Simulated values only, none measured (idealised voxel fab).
This is a process module. Its name is voxel released beams.
Each square cell in cross-section cut measures 5 nm, and the section as a whole is 300 nm wide.
Notation: cross-section as square-cell grid; stated in bands, top first, going down; one or more cell rows per band.
This entry defines a band. It first specifies the height of the band's top and the height of its bottom in nm, and then specifies the band's materials from left to right, stating each material with its width in nm. The word "all across" identifies a single material that fills the band from edge to edge, while the word "empty" identifies empty space.
For the purposes of this specification, 0 denotes the height below which the wafer in its as-received condition is composed wholly of one material, and the lowermost band, lacking a lower limit, extends downward without end, as expressed in "from 0 down".
The width entry "30..40" should be interpreted row by row: the top row of cells in the band takes the first number, the bottom row takes the second number, and the change between adjacent rows is uniform throughout.
"nothing altered" -> step changed no cross-section cell.
"Sealed voids" lists enclosed empty spaces (at least 8 cells, no open path upward to the top), each as width x height at distance from the left edge, in nm.
after a step's settings: what the simulator itself notes on the step
A step's line can hold "overlay nm"; with a mask on that step, the setting says how far right of the planned place the mask lay, while a negative setting says it lay to the left.
The following list gives the planned process steps:
step 1: RECEIVE: material Si
step 2: CONFORMAL_DEP: material Al2O3, thk nm 10
step 3: DIRECTIONAL_DEP: material SiO2, thk nm 10
step 4: DIRECTIONAL_DEP: material aC, thk nm 10
step 5: PATTERN: tone open, mask id ANCHOR, material resist, width nm 40, thk nm 25, overlay nm 0
step 6: DIRECTIONAL_ETCH: etch materials aC, depth nm 10
step 7: STRIP: etch materials resist
step 8: DIRECTIONAL_ETCH: etch materials SiO2, depth nm 10
step 9: STRIP: etch materials aC
step 10: CONFORMAL_DEP: material SiN, thk nm 15
step 11: DIRECTIONAL_DEP: material aC, thk nm 15
step 12: PATTERN: tone cover, mask id BEAM, material resist, width nm 100, thk nm 30, overlay nm 0
step 13: DIRECTIONAL_ETCH: etch materials aC, depth nm 15
step 14: STRIP: etch materials resist
step 15: DIRECTIONAL_ETCH: etch materials SiN, depth nm 15
step 16: STRIP: etch materials aC
step 17: STRIP: etch materials SiO2
This is the cross-section of the wafer as we received it, i.e. after step 1:
* from 0 down: Si all across
* Sealed voids: none
First of two wafers at the end of the module, shown in cross-section; run carried out as planned:
* from 35 to 25: 95 nm empty, 20 nm SiN, 10 nm empty, 70 nm SiN, 105 nm empty
* from 25 to 20: 95 nm empty, 100 nm SiN, 105 nm empty
* from 20 to 10: 100 nm empty, 40 nm SiN, 160 nm empty
* from 10 to 0: Al2O3 all across
* from 0 down: Si all across
* Sealed voids: none
Wafer two, sectioned after the module: the first wafer's start, the first wafer's plan, and one mistake in how it was run:
* from 50 to 35: 95 nm empty, 100 nm SiN, 105 nm empty
* from 35 to 20: SiN all across
* from 20 to 10: 100 nm SiO2, 40 nm SiN, 160 nm SiO2
* from 10 to 0: Al2O3 all across
* from 0 down: Si all across
* Sealed voids: none
Processing error: regarding the plan, step 10 was run twice
Materials where the second wafer ends with more or fewer cells than the first: +184 SiN; +104 SiO2
